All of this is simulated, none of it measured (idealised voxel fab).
Process module in this document: voxel gate over fins
Square cells of 5 nm make up the cross-section cut, whose width is 300 nm.
Notation: cross-section as square-cell grid; stated in bands, top first, going down; one or more cell rows per band. Band: top and bottom heights (nm) first, top before bottom; then materials from left to right, widths in nm. "throughout" marks a sole material filling the band edge to edge. "air" denotes empty space. A quick word on heights: they are counted from 0, and under that level the wafer as it came to us is one material throughout. The lowest band is different from the rest in having no bottom; it simply continues downward, written as in "0 down". It should be noted that a width expressed as "30 to 40" varies in equal increments from row to row of cells within the band, taking the value of the first number at the top row and that of the second number at the bottom row. Step marked "no change"? Then no cell in the cross-section changed in it. Any empty space of 8 cells or more lacking an open way to the top shows up in "Unvented voids" as width x height at distance, distance from the left edge, in nm. Past the settings on a step's line: simulator remark, on that step. You can add "overlay nm" to a step's line. For a step with a mask, it describes how far the mask lay to the right of its planned position, and a negative number describes a lay to the left.

**List of planned process steps**
- 1: RECEIVE, material Si
- 2: CONFORMAL_DEP, material SiN, thk nm 10
- 3: PATTERN, tone cover, mask id FINS, material resist, width nm 15, pitch nm 40, thk nm 15, overlay nm 0
- 4: DIRECTIONAL_ETCH, etch materials SiN, depth nm 10
- 5: DIRECTIONAL_ETCH, etch materials Si, depth nm 30
- 6: STRIP, etch materials resist
- 7: OXIDIZE, depth nm 5
- 8: FILL_DEP, material SiO2, thk nm 15
- 9: CMP, height nm 10
- 10: SELECTIVE_ETCH, etch materials SiO2, depth nm 20
- 11: STRIP, etch materials SiN
- 12: CONFORMAL_DEP, material HfO2, thk nm 5
- 13: CONFORMAL_DEP, material TiN, thk nm 5
- 14: CONFORMAL_DEP, material TiAl, thk nm 5
- 15: CONFORMAL_DEP, material TiN, thk nm 5
- 16: FILL_DEP, material W, thk nm 10
- 17: CMP, height nm 25
- 18: CONFORMAL_DEP, material SiN, thk nm 10

**Incoming wafer in cross-section (state: after step 1)**
- 0 down  Si throughout
- Unvented voids: none

**Looking at the first of two wafers in cross-section at end of module - ran to plan**
- 35 to 25  SiN throughout
- 25 to 20  W throughout
- 20 to 15  W 105 nm, then TiN 85 nm, then W 110 nm
- 15 to 10  W 105 nm, then TiN 5 nm, then TiAl 35 nm, then TiN 5 nm, then TiAl 35 nm, then TiN 5 nm, then W 110 nm
- 10 to 5  TiN 110 nm, then TiAl 5 nm, then TiN 25 nm, then TiAl 5 nm, then TiN 5 nm, then TiAl 5 nm, then TiN 25 nm, then TiAl 5 nm, then TiN 115 nm
- 5 to 0  TiAl 115 nm, then TiN 5 nm, then HfO2 15 nm, then TiN 5 nm, then TiAl 15 nm, then TiN 5 nm, then HfO2 15 nm, then TiN 5 nm, then TiAl 120 nm
- 0 to -5  TiN 120 nm, then HfO2 5 nm, then Si 5 nm, then HfO2 5 nm, then TiN 25 nm, then HfO2 5 nm, then Si 5 nm, then HfO2 5 nm, then TiN 125 nm
- -5 to -10  HfO2 125 nm, then Si 5 nm, then HfO2 35 nm, then Si 5 nm, then HfO2 130 nm
- -10 to -35  SiO2 125 nm, then Si 5 nm, then SiO2 35 nm, then Si 5 nm, then SiO2 130 nm
- -35 down  Si throughout
- Unvented voids: none

**Second wafer of the two, sectioned at the end of the module. It began like the first and followed the same plan, but one mistake was made while running it**
- 35 to 25  SiN throughout
- 25 to 20  W throughout
- 20 to 15  W 105 nm, then TiN 85 nm, then W 110 nm
- 15 to 10  W 105 nm, then TiN 5 nm, then TiAl 35 nm, then TiN 5 nm, then TiAl 35 nm, then TiN 5 nm, then W 110 nm
- 10 to 5  TiN 110 nm, then TiAl 5 nm, then TiN 25 nm, then TiAl 5 nm, then TiN 5 nm, then TiAl 5 nm, then TiN 25 nm, then TiAl 5 nm, then TiN 115 nm
- 5 to 0  TiAl 115 nm, then TiN 5 nm, then HfO2 15 nm, then TiN 5 nm, then TiAl 5 nm, then TiN 5 nm, then TiAl 5 nm, then TiN 5 nm, then HfO2 15 nm, then TiN 5 nm, then TiAl 120 nm
- 0 to -5  TiN 110 nm, then TiAl 5 nm, then TiN 5 nm, then HfO2 5 nm, then Si 5 nm, then HfO2 5 nm, then TiN 5 nm, then TiAl 5 nm, then TiN 5 nm, then TiAl 5 nm, then TiN 5 nm, then HfO2 5 nm, then Si 5 nm, then HfO2 5 nm, then TiN 5 nm, then TiAl 5 nm, then TiN 115 nm
- -5 to -10  HfO2 105 nm, then TiN 5 nm, then TiAl 5 nm, then TiN 5 nm, then HfO2 5 nm, then Si 5 nm, then HfO2 5 nm, then TiN 5 nm, then TiAl 15 nm, then TiN 5 nm, then HfO2 5 nm, then Si 5 nm, then HfO2 5 nm, then TiN 5 nm, then TiAl 5 nm, then TiN 5 nm, then HfO2 110 nm
- -10 to -15  SiO2 100 nm, then HfO2 5 nm, then TiN 15 nm, then HfO2 5 nm, then Si 5 nm, then HfO2 5 nm, then TiN 25 nm, then HfO2 5 nm, then Si 5 nm, then HfO2 5 nm, then TiN 15 nm, then HfO2 5 nm, then SiO2 105 nm
- -15 to -20  SiO2 100 nm, then HfO2 25 nm, then Si 5 nm, then HfO2 35 nm, then Si 5 nm, then HfO2 25 nm, then SiO2 105 nm
- -20 to -35  SiO2 125 nm, then Si 5 nm, then SiO2 35 nm, then Si 5 nm, then SiO2 130 nm
- -35 down  Si throughout
- Unvented voids: none
Run error: plan steps 10 and 11 run swapped
It is noted that, at the conclusion of processing, the second wafer exhibits a higher or lower cell count for certain materials relative to the first: HfO2: 12 more | SiO2: 34 fewer | TiAl: 8 more | TiN: 14 more
